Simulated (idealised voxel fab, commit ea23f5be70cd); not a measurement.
Herein follows the process module entitled voxel ribs on slabs.
Cross-sectional view cut (width: 150 nm; square cell size: 5 nm).
Cross-sections here: square-cell grids, written as top-down lists of bands, a band being one or more rows of cells. Read a band's entry like this: the first values are the height of its top and the height of its bottom in nm, and what follows is the sequence of materials from left to right, each with its width in nm. Note that "blank" is empty space, and that a single material marked "all across" reaches across the band from edge to edge. It should be noted that heights are counted from 0, beneath which the wafer as supplied is of one material throughout, and that the lowest band possesses no lower boundary but continues downward, as written in "0 -> down". You'd read "30->40" like this: the band's top row of cells is as wide as the first number, its bottom row is as wide as the second, and going down, every row changes width by the same amount as the row before did. Any step labelled "nothing altered" changed none of the cells in the cross-section. Look at "Fully closed voids" for the closed voids: empty spaces with no open path to the top, sized 8 cells or up. Each is width x height at distance, distance from the left edge, all nm. If you see something after the settings on a step's line, that's the simulator's own remark about that step. When a step includes a mask, the "overlay nm" setting on its line states how far to the right of its planned place that mask lay, and negative values state how far to the left.

## List of planned process steps
1,op RECEIVE | material Si
2,op DIRECTIONAL_DEP | material SiO2 | thk nm 20
3,op DIRECTIONAL_DEP | material SiN | thk nm 25
4,op PATTERN | tone cover | mask id RIB | material resist | width nm 30 | thk nm 20 | overlay nm 0
5,op DIRECTIONAL_ETCH | etch materials SiN | depth nm 10
6,op STRIP | etch materials resist
7,op PATTERN | tone cover | mask id SLAB | material resist | width nm 80 | thk nm 20 | overlay nm 0
8,op DIRECTIONAL_ETCH | etch materials SiN | depth nm 15
9,op STRIP | etch materials resist
10,op FILL_DEP | material SiO2 | thk nm 30
11,op CMP | height nm 65
12,op DIRECTIONAL_DEP | material W | thk nm 5
13,op MASKED_ETCH | tone cover | mask id HEATER | width nm 40 | etch materials W | depth nm 5 | overlay nm 0
14,op CONFORMAL_DEP | material SiO2 | thk nm 5

## Wafer cross-section on receipt, i.e. after step 1
> 0 -> down  Si all across
> Fully closed voids: none

## a wafer at the end: this start, this plan, one mistake
> 70 -> 65  55 of blank | 40 of W | 55 of blank
> 65 -> 45  SiO2 all across
> 45 -> 35  60 of SiO2 | 30 of SiN | 60 of SiO2
> 35 -> 20  35 of SiO2 | 80 of SiN | 35 of SiO2
> 20 -> 0  SiO2 all across
> 0 -> down  Si all across
> Fully closed voids: none
Heads up, the wafer didn't run the way we planned it: not run: step 14 of the plan (skipped)
